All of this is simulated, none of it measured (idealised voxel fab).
Process module in this document: voxel transistor to metal
Cross-section cut spans 215 nm and uses square cells 5 nm in size.
Format of a cross-section: grid, square cells. Given as bands. Order: top down. Band: one or more rows of cells. Read a band's entry like this: the first values are the height of its top and the height of its bottom in nm, and what follows is the sequence of materials from left to right, each with its width in nm. Note that "air" is empty space, and that a single material marked "full width" reaches across the band from edge to edge. Height 0 is the level under which the wafer as received is all one material. The lowest band goes on downwards, as in "0 and below". A width such as "30 to 40" changes by the same amount from each row of cells to the next, from the band's top row to its bottom row. "remained the same" -> step changed no cross-section cell. "Closed void register": empty spaces of 8 cells or more with no open way to the top, each given as width x height at distance, distance from the left edge, all in nm. Post-settings text on a step line: simulator's own remark regarding the step. overlay nm: right-of-plan distance of the mask on a masked step; negative values mean left-of-plan.
## The steps planned for the process are as follows
1,RECEIVE | material Si
2,OXIDIZE | depth nm 5
3,CONFORMAL_DEP | material SiN | thk nm 10
4,DIRECTIONAL_DEP | material aC | thk nm 10
5,PATTERN | tone cover | mask id ACTIVE | material resist | width nm 110 | thk nm 25 | overlay nm 0
6,DIRECTIONAL_ETCH | etch materials aC | depth nm 10
7,STRIP | etch materials resist
8,DIRECTIONAL_ETCH | etch materials SiN | depth nm 10
9,DIRECTIONAL_ETCH | etch materials SiO2 | depth nm 5
10,DIRECTIONAL_ETCH | etch materials Si | depth nm 35
11,STRIP | etch materials aC
12,OXIDIZE | depth nm 5
13,FILL_DEP | material SiO2 | thk nm 10
14,CMP | height nm 10
15,SELECTIVE_ETCH | etch materials SiO2 | depth nm 10
16,STRIP | etch materials SiN
17,SELECTIVE_ETCH | etch materials SiO2 | depth nm 5
18,OXIDIZE | depth nm 5
19,DIRECTIONAL_DEP | material polySi | thk nm 25
20,DIRECTIONAL_DEP | material SiCN | thk nm 10
21,MASKED_ETCH | tone cover | mask id GATE | width nm 30 | etch materials SiCN | depth nm 20 | overlay nm 0
22,MASKED_ETCH | tone cover | mask id GATE | width nm 30 | etch materials polySi | depth nm 35 | overlay nm 0
23,CONFORMAL_DEP | material SiO2 | thk nm 5
24,DIRECTIONAL_ETCH | etch materials SiO2 | depth nm 5
25,CONFORMAL_DEP | material SiN | thk nm 5
26,DIRECTIONAL_ETCH | etch materials SiN | depth nm 5
27,DIRECTIONAL_ETCH | etch materials SiO2 | depth nm 5
28,DIRECTIONAL_ETCH | etch materials Si | depth nm 15
29,EPI | material SiGe | thk nm 20
30,FILL_DEP | material SiO2 | thk nm 5
31,CMP | height nm 20
32,STRIP | etch materials polySi
33,SELECTIVE_ETCH | etch materials SiO2 | depth nm 5
34,CONFORMAL_DEP | material HfO2 | thk nm 5
35,CONFORMAL_DEP | material TiN | thk nm 5
36,FILL_DEP | material W | thk nm 10
37,CMP | height nm 15
38,DIRECTIONAL_DEP | material SiO2 | thk nm 10
39,PATTERN | tone open | mask id CONTACT | material resist | width nm 15 | pitch nm 75 | thk nm 15 | overlay nm 0
40,DIRECTIONAL_ETCH | etch materials SiO2 | depth nm 15
41,STRIP | etch materials resist
42,CONFORMAL_DEP | material TiN | thk nm 5
43,FILL_DEP | material W | thk nm 10
44,CMP | height nm 25
45,CONFORMAL_DEP | material SiCN | thk nm 5
46,DIRECTIONAL_DEP | material lowk | thk nm 25
47,MASKED_ETCH | tone open | mask id METAL_1 | width nm 15 | pitch nm 75 | etch materials lowk | depth nm 25 | overlay nm 0
48,MASKED_ETCH | tone open | mask id METAL_1 | width nm 15 | pitch nm 75 | etch materials SiCN | depth nm 5 | overlay nm 0
49,CONFORMAL_DEP | material TiN | thk nm 5
50,FILL_DEP | material W | thk nm 10
51,CMP | height nm 55
52,CONFORMAL_DEP | material SiCN | thk nm 5
## The first of the two wafers, which ran as planned
## Cross-section: wafer on arrival = after step 1
* 0 and below | Si full width
* Closed void register: none
## Cross-section of the wafer after step 2
* 0 down to -5 | SiO2 full width
* Everything below -5 is unchanged.
## Cross-section of the wafer after step 3
* 10 down to 0 | SiN full width
* Everything below 0 is unchanged.
## Cross-section of the wafer after step 4
* 20 down to 10 | aC full width
* Everything below 10 is unchanged.
## Cross-section of the wafer after step 5
* 45 down to 20 | air 50, then resist 110, then air 55
* Everything below 20 is unchanged.
## Cross-section of the wafer after step 6
* 35 down to 20 | air 50, then resist 110, then air 55
* 20 down to 10 | air 50, then aC 110, then air 55
* Everything below 10 is unchanged.
## Cross-section of the wafer after step 7
* 20 down to 10 | air 50, then aC 110, then air 55
* Everything below 10 is unchanged.
## Cross-section of the wafer after step 8
* 20 down to 10 | air 50, then aC 110, then air 55
* 10 down to 0 | air 50, then SiN 110, then air 55
* Everything below 0 is unchanged.
## Cross-section of the wafer after step 9
* 20 down to 10 | air 50, then aC 110, then air 55
* 10 down to 0 | air 50, then SiN 110, then air 55
* 0 down to -5 | air 50, then SiO2 110, then air 55
* Everything below -5 is unchanged.
## Cross-section of the wafer after step 10
* 20 down to 10 | air 50, then aC 110, then air 55
* 10 down to 0 | air 50, then SiN 110, then air 55
* 0 down to -5 | air 50, then SiO2 110, then air 55
* -5 down to -40 | air 50, then Si 110, then air 55
* Everything below -40 is unchanged.
## Cross-section of the wafer after step 11
* 10 down to 0 | air 50, then SiN 110, then air 55
* Everything below 0 is unchanged.
## Cross-section of the wafer after step 12
* 10 down to 0 | air 50, then SiN 110, then air 55
* 0 down to -5 | air 50, then SiO2 110, then air 55
* -5 down to -40 | air 50, then SiO2 5, then Si 100, then SiO2 5, then air 55
* -40 down to -45 | SiO2 55, then Si 100, then SiO2 60
* Everything below -45 is unchanged.
## Cross-section of the wafer after step 13
* 20 down to 10 | SiO2 full width
* 10 down to 0 | SiO2 50, then SiN 110, then SiO2 55
* 0 down to -5 | SiO2 full width
* -5 down to -45 | SiO2 55, then Si 100, then SiO2 60
* Everything below -45 is unchanged.
## Cross-section of the wafer after step 14
* 10 down to 0 | SiO2 50, then SiN 110, then SiO2 55
* Everything below 0 is unchanged.
## Cross-section of the wafer after step 15
* 10 down to 0 | air 50, then SiN 110, then air 55
* Everything below 0 is unchanged.
## Cross-section of the wafer after step 16
* 0 down to -5 | SiO2 full width
* Everything below -5 is unchanged.
## Cross-section of the wafer after step 17
* -5 down to -45 | SiO2 55, then Si 100, then SiO2 60
* Everything below -45 is unchanged.
## Cross-section of the wafer after step 18
* -5 down to -10 | SiO2 full width
* Everything below -10 is unchanged.
## Cross-section of the wafer after step 19
* 20 down to -5 | polySi full width
* Everything below -5 is unchanged.
## Cross-section of the wafer after step 20
* 30 down to 20 | SiCN full width
* Everything below 20 is unchanged.
## Cross-section of the wafer after step 21
* 30 down to 20 | air 90, then SiCN 30, then air 95
* Everything below 20 is unchanged.
## Cross-section of the wafer after step 22
* 30 down to 20 | air 90, then SiCN 30, then air 95
* 20 down to -5 | air 90, then polySi 30, then air 95
* Everything below -5 is unchanged.
## Cross-section of the wafer after step 23
* 35 down to 30 | air 85, then SiO2 40, then air 90
* 30 down to 20 | air 85, then SiO2 5, then SiCN 30, then SiO2 5, then air 90
* 20 down to 0 | air 85, then SiO2 5, then polySi 30, then SiO2 5, then air 90
* 0 down to -5 | SiO2 90, then polySi 30, then SiO2 95
* Everything below -5 is unchanged.
## Cross-section of the wafer after step 24
* 30 down to 20 | air 85, then SiO2 5, then SiCN 30, then SiO2 5, then air 90
* 20 down to -5 | air 85, then SiO2 5, then polySi 30, then SiO2 5, then air 90
* Everything below -5 is unchanged.
## Cross-section of the wafer after step 25
* 35 down to 30 | air 80, then SiN 50, then air 85
* 30 down to 20 | air 80, then SiN 5, then SiO2 5, then SiCN 30, then SiO2 5, then SiN 5, then air 85
* 20 down to 0 | air 80, then SiN 5, then SiO2 5, then polySi 30, then SiO2 5, then SiN 5, then air 85
* 0 down to -5 | SiN 85, then SiO2 5, then polySi 30, then SiO2 5, then SiN 90
* Everything below -5 is unchanged.
## Cross-section of the wafer after step 26
* 30 down to 20 | air 80, then SiN 5, then SiO2 5, then SiCN 30, then SiO2 5, then SiN 5, then air 85
* 20 down to -5 | air 80, then SiN 5, then SiO2 5, then polySi 30, then SiO2 5, then SiN 5, then air 85
* Everything below -5 is unchanged.
## Cross-section of the wafer after step 27
* 30 down to 25 | air 80, then SiN 5, then air 5, then SiCN 30, then air 5, then SiN 5, then air 85
* 25 down to 20 | air 80, then SiN 5, then SiO2 5, then SiCN 30, then SiO2 5, then SiN 5, then air 85
* 20 down to -5 | air 80, then SiN 5, then SiO2 5, then polySi 30, then SiO2 5, then SiN 5, then air 85
* -5 down to -10 | air 80, then SiO2 50, then air 85
* Everything below -10 is unchanged.
## Cross-section of the wafer after step 28
* 30 down to 25 | air 80, then SiN 5, then air 5, then SiCN 30, then air 5, then SiN 5, then air 85
* 25 down to 20 | air 80, then SiN 5, then SiO2 5, then SiCN 30, then SiO2 5, then SiN 5, then air 85
* 20 down to -5 | air 80, then SiN 5, then SiO2 5, then polySi 30, then SiO2 5, then SiN 5, then air 85
* -5 down to -10 | air 80, then SiO2 50, then air 85
* -10 down to -25 | SiO2 55, then air 25, then Si 50, then air 25, then SiO2 60
* Everything below -25 is unchanged.
## Cross-section of the wafer after step 29
* 30 down to 25 | air 80, then SiN 5, then air 5, then SiCN 30, then air 5, then SiN 5, then air 85
* 25 down to 20 | air 80, then SiN 5, then SiO2 5, then SiCN 30, then SiO2 5, then SiN 5, then air 85
* 20 down to 10 | air 80, then SiN 5, then SiO2 5, then polySi 30, then SiO2 5, then SiN 5, then air 85
* 10 down to -5 | air 60, then SiGe 20, then SiN 5, then SiO2 5, then polySi 30, then SiO2 5, then SiN 5, then SiGe 20, then air 65
* -5 down to -10 | air 50, then SiGe 30, then SiO2 50, then SiGe 30, then air 55
* -10 down to -25 | SiO2 55, then SiGe 25, then Si 50, then SiGe 25, then SiO2 60
* Everything below -25 is unchanged.
## Cross-section of the wafer after step 30
* 35 down to 30 | SiO2 full width
* 30 down to 20 | SiO2 80, then SiN 5, then SiO2 5, then SiCN 30, then SiO2 5, then SiN 5, then SiO2 85
* 20 down to 10 | SiO2 80, then SiN 5, then SiO2 5, then polySi 30, then SiO2 5, then SiN 5, then SiO2 85
* 10 down to -5 | SiO2 60, then SiGe 20, then SiN 5, then SiO2 5, then polySi 30, then SiO2 5, then SiN 5, then SiGe 20, then SiO2 65
* -5 down to -10 | SiO2 50, then SiGe 30, then SiO2 50, then SiGe 30, then SiO2 55
* Everything below -10 is unchanged.
## Cross-section of the wafer after step 31
* 20 down to 10 | SiO2 80, then SiN 5, then SiO2 5, then polySi 30, then SiO2 5, then SiN 5, then SiO2 85
* Everything below 10 is unchanged.
## Cross-section of the wafer after step 32
* 20 down to 10 | SiO2 80, then SiN 5, then SiO2 5, then air 30, then SiO2 5, then SiN 5, then SiO2 85
* 10 down to -5 | SiO2 60, then SiGe 20, then SiN 5, then SiO2 5, then air 30, then SiO2 5, then SiN 5, then SiGe 20, then SiO2 65
* Everything below -5 is unchanged.
## Cross-section of the wafer after step 33
* 20 down to 15 | air 80, then SiN 5, then air 40, then SiN 5, then air 85
* 15 down to 10 | SiO2 80, then SiN 5, then air 40, then SiN 5, then SiO2 85
* 10 down to -5 | SiO2 60, then SiGe 20, then SiN 5, then air 40, then SiN 5, then SiGe 20, then SiO2 65
* -5 down to -10 | SiO2 50, then SiGe 30, then SiO2 5, then air 40, then SiO2 5, then SiGe 30, then SiO2 55
* Everything below -10 is unchanged.
## Cross-section of the wafer after step 34
* 25 down to 20 | air 75, then HfO2 15, then air 30, then HfO2 15, then air 80
* 20 down to 15 | HfO2 80, then SiN 5, then HfO2 5, then air 30, then HfO2 5, then SiN 5, then HfO2 85
* 15 down to 10 | SiO2 80, then SiN 5, then HfO2 5, then air 30, then HfO2 5, then SiN 5, then SiO2 85
* 10 down to -5 | SiO2 60, then SiGe 20, then SiN 5, then HfO2 5, then air 30, then HfO2 5, then SiN 5, then SiGe 20, then SiO2 65
* -5 down to -10 | SiO2 50, then SiGe 30, then SiO2 5, then HfO2 40, then SiO2 5, then SiGe 30, then SiO2 55
* Everything below -10 is unchanged.
## Cross-section of the wafer after step 35
* 30 down to 25 | air 70, then TiN 25, then air 20, then TiN 25, then air 75
* 25 down to 20 | TiN 75, then HfO2 15, then TiN 5, then air 20, then TiN 5, then HfO2 15, then TiN 80
* 20 down to 15 | HfO2 80, then SiN 5, then HfO2 5, then TiN 5, then air 20, then TiN 5, then HfO2 5, then SiN 5, then HfO2 85
* 15 down to 10 | SiO2 80, then SiN 5, then HfO2 5, then TiN 5, then air 20, then TiN 5, then HfO2 5, then SiN 5, then SiO2 85
* 10 down to 0 | SiO2 60, then SiGe 20, then SiN 5, then HfO2 5, then TiN 5, then air 20, then TiN 5, then HfO2 5, then SiN 5, then SiGe 20, then SiO2 65
* 0 down to -5 | SiO2 60, then SiGe 20, then SiN 5, then HfO2 5, then TiN 30, then HfO2 5, then SiN 5, then SiGe 20, then SiO2 65
* Everything below -5 is unchanged.
## Cross-section of the wafer after step 36
* 40 down to 30 | W full width
* 30 down to 25 | W 70, then TiN 25, then W 20, then TiN 25, then W 75
* 25 down to 20 | TiN 75, then HfO2 15, then TiN 5, then W 20, then TiN 5, then HfO2 15, then TiN 80
* 20 down to 15 | HfO2 80, then SiN 5, then HfO2 5, then TiN 5, then W 20, then TiN 5, then HfO2 5, then SiN 5, then HfO2 85
* 15 down to 10 | SiO2 80, then SiN 5, then HfO2 5, then TiN 5, then W 20, then TiN 5, then HfO2 5, then SiN 5, then SiO2 85
* 10 down to 0 | SiO2 60, then SiGe 20, then SiN 5, then HfO2 5, then TiN 5, then W 20, then TiN 5, then HfO2 5, then SiN 5, then SiGe 20, then SiO2 65
* Everything below 0 is unchanged.
## Cross-section of the wafer after step 37
* 15 down to 10 | SiO2 80, then SiN 5, then HfO2 5, then TiN 5, then W 20, then TiN 5, then HfO2 5, then SiN 5, then SiO2 85
* Everything below 10 is unchanged.
## Cross-section of the wafer after step 38
* 25 down to 15 | SiO2 full width
* Everything below 15 is unchanged.
## Cross-section of the wafer after step 39
* 40 down to 25 | resist 60, then air 15, then resist 60, then air 15, then resist 65
* Everything below 25 is unchanged.
## Cross-section of the wafer after step 40
* 40 down to 25 | resist 60, then air 15, then resist 60, then air 15, then resist 65
* 25 down to 15 | SiO2 60, then air 15, then SiO2 60, then air 15, then SiO2 65
* 15 down to 10 | SiO2 60, then air 15, then SiO2 5, then SiN 5, then HfO2 5, then TiN 5, then W 20, then TiN 5, then HfO2 5, then SiN 5, then SiO2 5, then air 15, then SiO2 65
* Everything below 10 is unchanged.
## Cross-section of the wafer after step 41
* 25 down to 15 | SiO2 60, then air 15, then SiO2 60, then air 15, then SiO2 65
* Everything below 15 is unchanged.
## Cross-section of the wafer after step 42
* 30 down to 25 | TiN 65, then air 5, then TiN 70, then air 5, then TiN 70
* 25 down to 15 | SiO2 60, then TiN 5, then air 5, then TiN 5, then SiO2 60, then TiN 5, then air 5, then TiN 5, then SiO2 65
* 15 down to 10 | SiO2 60, then TiN 15, then SiO2 5, then SiN 5, then HfO2 5, then TiN 5, then W 20, then TiN 5, then HfO2 5, then SiN 5, then SiO2 5, then TiN 15, then SiO2 65
* Everything below 10 is unchanged.
## Cross-section of the wafer after step 43
* 40 down to 30 | W full width
* 30 down to 25 | TiN 65, then W 5, then TiN 70, then W 5, then TiN 70
* 25 down to 15 | SiO2 60, then TiN 5, then W 5, then TiN 5, then SiO2 60, then TiN 5, then W 5, then TiN 5, then SiO2 65
* Everything below 15 is unchanged.
## Cross-section of the wafer after step 44
* 25 down to 15 | SiO2 60, then TiN 5, then W 5, then TiN 5, then SiO2 60, then TiN 5, then W 5, then TiN 5, then SiO2 65
* Everything below 15 is unchanged.
## Cross-section of the wafer after step 45
* 30 down to 25 | SiCN full width
* Everything below 25 is unchanged.
## Cross-section of the wafer after step 46
* 55 down to 30 | lowk full width
* Everything below 30 is unchanged.
## Cross-section of the wafer after step 47
* 55 down to 30 | lowk 60, then air 15, then lowk 60, then air 15, then lowk 65
* Everything below 30 is unchanged.
## Cross-section of the wafer after step 48
* 55 down to 30 | lowk 60, then air 15, then lowk 60, then air 15, then lowk 65
* 30 down to 25 | SiCN 60, then air 15, then SiCN 60, then air 15, then SiCN 65
* Everything below 25 is unchanged.
## Cross-section of the wafer after step 49
* 60 down to 55 | TiN 65, then air 5, then TiN 70, then air 5, then TiN 70
* 55 down to 30 | lowk 60, then TiN 5, then air 5, then TiN 5, then lowk 60, then TiN 5, then air 5, then TiN 5, then lowk 65
* 30 down to 25 | SiCN 60, then TiN 15, then SiCN 60, then TiN 15, then SiCN 65
* Everything below 25 is unchanged.
## Cross-section of the wafer after step 50
* 70 down to 60 | W full width
* 60 down to 55 | TiN 65, then W 5, then TiN 70, then W 5, then TiN 70
* 55 down to 30 | lowk 60, then TiN 5, then W 5, then TiN 5, then lowk 60, then TiN 5, then W 5, then TiN 5, then lowk 65
* Everything below 30 is unchanged.
## Cross-section of the wafer after step 51
* 55 down to 30 | lowk 60, then TiN 5, then W 5, then TiN 5, then lowk 60, then TiN 5, then W 5, then TiN 5, then lowk 65
* Everything below 30 is unchanged.
## Cross-section of the wafer after step 52
* 60 down to 55 | SiCN full width
* Everything below 55 is unchanged.
## second wafer: like start, like plan, one mistake. Through step 27 it matches the first wafer
## Cross-section of the second wafer corresponding to the planned conclusion of step 28
* 30 down to 25 | air 80, then SiN 5, then air 5, then SiCN 30, then air 5, then SiN 5, then air 85
* 25 down to 20 | air 80, then SiN 5, then SiO2 5, then SiCN 30, then SiO2 5, then SiN 5, then air 85
* 20 down to -5 | air 80, then SiN 5, then SiO2 5, then polySi 30, then SiO2 5, then SiN 5, then air 85
* -5 down to -10 | air 80, then SiO2 50, then air 85
* -10 down to -40 | SiO2 55, then air 25, then Si 50, then air 25, then SiO2 60
* Everything below -40 is unchanged.
## Cross-section of the second wafer corresponding to the planned conclusion of step 29
* 30 down to 25 | air 80, then SiN 5, then air 5, then SiCN 30, then air 5, then SiN 5, then air 85
* 25 down to 20 | air 80, then SiN 5, then SiO2 5, then SiCN 30, then SiO2 5, then SiN 5, then air 85
* 20 down to 10 | air 80, then SiN 5, then SiO2 5, then polySi 30, then SiO2 5, then SiN 5, then air 85
* 10 down to -5 | air 60, then SiGe 20, then SiN 5, then SiO2 5, then polySi 30, then SiO2 5, then SiN 5, then SiGe 20, then air 65
* -5 down to -10 | air 60, then SiGe 20, then SiO2 50, then SiGe 20, then air 65
* -10 down to -20 | SiO2 55, then air 5, then SiGe 20, then Si 50, then SiGe 20, then air 5, then SiO2 60
* -20 down to -40 | SiO2 55, then SiGe 25, then Si 50, then SiGe 25, then SiO2 60
* Everything below -40 is unchanged.
## Cross-section of the second wafer corresponding to the planned conclusion of step 30
* 35 down to 30 | SiO2 full width
* 30 down to 20 | SiO2 80, then SiN 5, then SiO2 5, then SiCN 30, then SiO2 5, then SiN 5, then SiO2 85
* 20 down to 10 | SiO2 80, then SiN 5, then SiO2 5, then polySi 30, then SiO2 5, then SiN 5, then SiO2 85
* 10 down to -5 | SiO2 60, then SiGe 20, then SiN 5, then SiO2 5, then polySi 30, then SiO2 5, then SiN 5, then SiGe 20, then SiO2 65
* -5 down to -10 | SiO2 60, then SiGe 20, then SiO2 50, then SiGe 20, then SiO2 65
* -10 down to -20 | SiO2 60, then SiGe 20, then Si 50, then SiGe 20, then SiO2 65
* Everything below -20 is unchanged.
## Cross-section of the second wafer corresponding to the planned conclusion of step 31
* 20 down to 10 | SiO2 80, then SiN 5, then SiO2 5, then polySi 30, then SiO2 5, then SiN 5, then SiO2 85
* Everything below 10 is unchanged.
## Cross-section of the second wafer corresponding to the planned conclusion of step 32
* 20 down to 10 | SiO2 80, then SiN 5, then SiO2 5, then air 30, then SiO2 5, then SiN 5, then SiO2 85
* 10 down to -5 | SiO2 60, then SiGe 20, then SiN 5, then SiO2 5, then air 30, then SiO2 5, then SiN 5, then SiGe 20, then SiO2 65
* Everything below -5 is unchanged.
## Cross-section of the second wafer corresponding to the planned conclusion of step 33
* 20 down to 15 | air 80, then SiN 5, then air 40, then SiN 5, then air 85
* 15 down to 10 | SiO2 80, then SiN 5, then air 40, then SiN 5, then SiO2 85
* 10 down to -5 | SiO2 60, then SiGe 20, then SiN 5, then air 40, then SiN 5, then SiGe 20, then SiO2 65
* -5 down to -10 | SiO2 60, then SiGe 20, then SiO2 5, then air 40, then SiO2 5, then SiGe 20, then SiO2 65
* Everything below -10 is unchanged.
## Cross-section of the second wafer corresponding to the planned conclusion of step 34
* 25 down to 20 | air 75, then HfO2 15, then air 30, then HfO2 15, then air 80
* 20 down to 15 | HfO2 80, then SiN 5, then HfO2 5, then air 30, then HfO2 5, then SiN 5, then HfO2 85
* 15 down to 10 | SiO2 80, then SiN 5, then HfO2 5, then air 30, then HfO2 5, then SiN 5, then SiO2 85
* 10 down to -5 | SiO2 60, then SiGe 20, then SiN 5, then HfO2 5, then air 30, then HfO2 5, then SiN 5, then SiGe 20, then SiO2 65
* -5 down to -10 | SiO2 60, then SiGe 20, then SiO2 5, then HfO2 40, then SiO2 5, then SiGe 20, then SiO2 65
* Everything below -10 is unchanged.
## Cross-section of the second wafer corresponding to the planned conclusion of step 35
* 30 down to 25 | air 70, then TiN 25, then air 20, then TiN 25, then air 75
* 25 down to 20 | TiN 75, then HfO2 15, then TiN 5, then air 20, then TiN 5, then HfO2 15, then TiN 80
* 20 down to 15 | HfO2 80, then SiN 5, then HfO2 5, then TiN 5, then air 20, then TiN 5, then HfO2 5, then SiN 5, then HfO2 85
* 15 down to 10 | SiO2 80, then SiN 5, then HfO2 5, then TiN 5, then air 20, then TiN 5, then HfO2 5, then SiN 5, then SiO2 85
* 10 down to 0 | SiO2 60, then SiGe 20, then SiN 5, then HfO2 5, then TiN 5, then air 20, then TiN 5, then HfO2 5, then SiN 5, then SiGe 20, then SiO2 65
* 0 down to -5 | SiO2 60, then SiGe 20, then SiN 5, then HfO2 5, then TiN 30, then HfO2 5, then SiN 5, then SiGe 20, then SiO2 65
* Everything below -5 is unchanged.
## Cross-section of the second wafer corresponding to the planned conclusion of step 36
* 40 down to 30 | W full width
* 30 down to 25 | W 70, then TiN 25, then W 20, then TiN 25, then W 75
* 25 down to 20 | TiN 75, then HfO2 15, then TiN 5, then W 20, then TiN 5, then HfO2 15, then TiN 80
* 20 down to 15 | HfO2 80, then SiN 5, then HfO2 5, then TiN 5, then W 20, then TiN 5, then HfO2 5, then SiN 5, then HfO2 85
* 15 down to 10 | SiO2 80, then SiN 5, then HfO2 5, then TiN 5, then W 20, then TiN 5, then HfO2 5, then SiN 5, then SiO2 85
* 10 down to 0 | SiO2 60, then SiGe 20, then SiN 5, then HfO2 5, then TiN 5, then W 20, then TiN 5, then HfO2 5, then SiN 5, then SiGe 20, then SiO2 65
* Everything below 0 is unchanged.
## Cross-section of the second wafer corresponding to the planned conclusion of step 37
* 15 down to 10 | SiO2 80, then SiN 5, then HfO2 5, then TiN 5, then W 20, then TiN 5, then HfO2 5, then SiN 5, then SiO2 85
* Everything below 10 is unchanged.
## Cross-section of the second wafer corresponding to the planned conclusion of step 38
* 25 down to 15 | SiO2 full width
* Everything below 15 is unchanged.
## Cross-section of the second wafer corresponding to the planned conclusion of step 39
* 40 down to 25 | resist 60, then air 15, then resist 60, then air 15, then resist 65
* Everything below 25 is unchanged.
## Cross-section of the second wafer corresponding to the planned conclusion of step 40
* 40 down to 25 | resist 60, then air 15, then resist 60, then air 15, then resist 65
* 25 down to 15 | SiO2 60, then air 15, then SiO2 60, then air 15, then SiO2 65
* 15 down to 10 | SiO2 60, then air 15, then SiO2 5, then SiN 5, then HfO2 5, then TiN 5, then W 20, then TiN 5, then HfO2 5, then SiN 5, then SiO2 5, then air 15, then SiO2 65
* Everything below 10 is unchanged.
## Cross-section of the second wafer corresponding to the planned conclusion of step 41
* 25 down to 15 | SiO2 60, then air 15, then SiO2 60, then air 15, then SiO2 65
* Everything below 15 is unchanged.
## Cross-section of the second wafer corresponding to the planned conclusion of step 42
* 30 down to 25 | TiN 65, then air 5, then TiN 70, then air 5, then TiN 70
* 25 down to 15 | SiO2 60, then TiN 5, then air 5, then TiN 5, then SiO2 60, then TiN 5, then air 5, then TiN 5, then SiO2 65
* 15 down to 10 | SiO2 60, then TiN 15, then SiO2 5, then SiN 5, then HfO2 5, then TiN 5, then W 20, then TiN 5, then HfO2 5, then SiN 5, then SiO2 5, then TiN 15, then SiO2 65
* Everything below 10 is unchanged.
## Cross-section of the second wafer corresponding to the planned conclusion of step 43
* 40 down to 30 | W full width
* 30 down to 25 | TiN 65, then W 5, then TiN 70, then W 5, then TiN 70
* 25 down to 15 | SiO2 60, then TiN 5, then W 5, then TiN 5, then SiO2 60, then TiN 5, then W 5, then TiN 5, then SiO2 65
* Everything below 15 is unchanged.
## Cross-section of the second wafer corresponding to the planned conclusion of step 44
* 25 down to 15 | SiO2 60, then TiN 5, then W 5, then TiN 5, then SiO2 60, then TiN 5, then W 5, then TiN 5, then SiO2 65
* Everything below 15 is unchanged.
## Cross-section of the second wafer corresponding to the planned conclusion of step 45
* 30 down to 25 | SiCN full width
* Everything below 25 is unchanged.
## Cross-section of the second wafer corresponding to the planned conclusion of step 46
* 55 down to 30 | lowk full width
* Everything below 30 is unchanged.
## Cross-section of the second wafer corresponding to the planned conclusion of step 47
* 55 down to 30 | lowk 60, then air 15, then lowk 60, then air 15, then lowk 65
* Everything below 30 is unchanged.
## Cross-section of the second wafer corresponding to the planned conclusion of step 48
* 55 down to 30 | lowk 60, then air 15, then lowk 60, then air 15, then lowk 65
* 30 down to 25 | SiCN 60, then air 15, then SiCN 60, then air 15, then SiCN 65
* Everything below 25 is unchanged.
## Cross-section of the second wafer corresponding to the planned conclusion of step 49
* 60 down to 55 | TiN 65, then air 5, then TiN 70, then air 5, then TiN 70
* 55 down to 30 | lowk 60, then TiN 5, then air 5, then TiN 5, then lowk 60, then TiN 5, then air 5, then TiN 5, then lowk 65
* 30 down to 25 | SiCN 60, then TiN 15, then SiCN 60, then TiN 15, then SiCN 65
* Everything below 25 is unchanged.
## Cross-section of the second wafer corresponding to the planned conclusion of step 50
* 70 down to 60 | W full width
* 60 down to 55 | TiN 65, then W 5, then TiN 70, then W 5, then TiN 70
* 55 down to 30 | lowk 60, then TiN 5, then W 5, then TiN 5, then lowk 60, then TiN 5, then W 5, then TiN 5, then lowk 65
* Everything below 30 is unchanged.
## Cross-section of the second wafer corresponding to the planned conclusion of step 51
* 55 down to 30 | lowk 60, then TiN 5, then W 5, then TiN 5, then lowk 60, then TiN 5, then W 5, then TiN 5, then lowk 65
* Everything below 30 is unchanged.
## Cross-section of the second wafer corresponding to the planned conclusion of step 52
* 60 down to 55 | SiCN full width
* Everything below 55 is unchanged.
Here's what went sideways: step 28 from the plan got run twice
FYI, end of process, the second wafer has more or fewer cells of some materials than the first: -30 Si; +22 SiGe; +8 SiO2
